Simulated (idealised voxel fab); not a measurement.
Process module under the name voxel ribs on slabs
For reference, the cross-section in this document is cut, with width 300 nm and square cells of 5 nm.
Cross-section layout: square cells on a grid; listed as bands, top to bottom; a band spans one or more cell rows.
Read a band's entry like this: the first values are the height of its top and the height of its bottom in nm, and what follows is the sequence of materials from left to right, each with its width in nm. Note that "empty" is empty space, and that a single material marked "full width" reaches across the band from edge to edge.
Below 0: as-received wafer, all one material; heights counted from there. Lowest band: no bottom, goes on down, written "z 0 and below".
It should be noted that a width expressed as "30 to 40" varies in equal increments from row to row of cells within the band, taking the value of the first number at the top row and that of the second number at the bottom row.
Given "everything unchanged" for a step, no cell of the cross-section differs between before and after that step.
Closed-off voids of 8+ cells (no open route to the top) go in "Enclosed voids", written width x height at distance from the left edge, in nm.
Formally, on a step line, whatever follows the settings is a remark that the simulator itself makes on the step.
For masked steps, "overlay nm" on the step line gives how far right of plan the mask actually lay; a minus sign means it lay to the left.
# Here's what the planned process steps look like
1,RECEIVE: material Si
2,DIRECTIONAL_DEP: material SiO2, thk nm 25
3,DIRECTIONAL_DEP: material polySi, thk nm 20
4,PATTERN: tone cover, mask id RIB, material resist, width nm 30, thk nm 15, overlay nm 0
5,DIRECTIONAL_ETCH: etch materials polySi, depth nm 15
6,STRIP: etch materials resist
7,PATTERN: tone cover, mask id SLAB, material resist, width nm 90, thk nm 20, overlay nm 0
8,DIRECTIONAL_ETCH: etch materials polySi, depth nm 5
9,STRIP: etch materials resist
10,FILL_DEP: material SiO2, thk nm 20
11,CMP: height nm 60
12,DIRECTIONAL_DEP: material W, thk nm 5
13,PATTERN: tone cover, mask id HEATER, material resist, width nm 40, thk nm 20, overlay nm 0
14,DIRECTIONAL_ETCH: etch materials W, depth nm 5
15,STRIP: etch materials resist
16,CONFORMAL_DEP: material SiN, thk nm 5
# So this is the incoming wafer in cross-section - it's already been through step 1
- z 0 and below  Si full width
- Enclosed voids: none
# Post-module cross-section: identical start and plan to those above, one misstep in execution
- z 70 to 65  empty 130  SiN 50  empty 120
- z 65 to 60  SiN 135  W 40  SiN 125
- z 60 to 45  SiO2 full width
- z 45 to 30  SiO2 135  polySi 30  SiO2 135
- z 30 to 25  SiO2 105  polySi 90  SiO2 105
- z 25 to 0  SiO2 full width
- z 0 and below  Si full width
- Enclosed voids: none
Against the plan, the run slipped here: for step 13, the planned setting was not used; the step was instead run as PATTERN: tone cover, mask id HEATER, material resist, width nm 40, thk nm 20, overlay nm 5
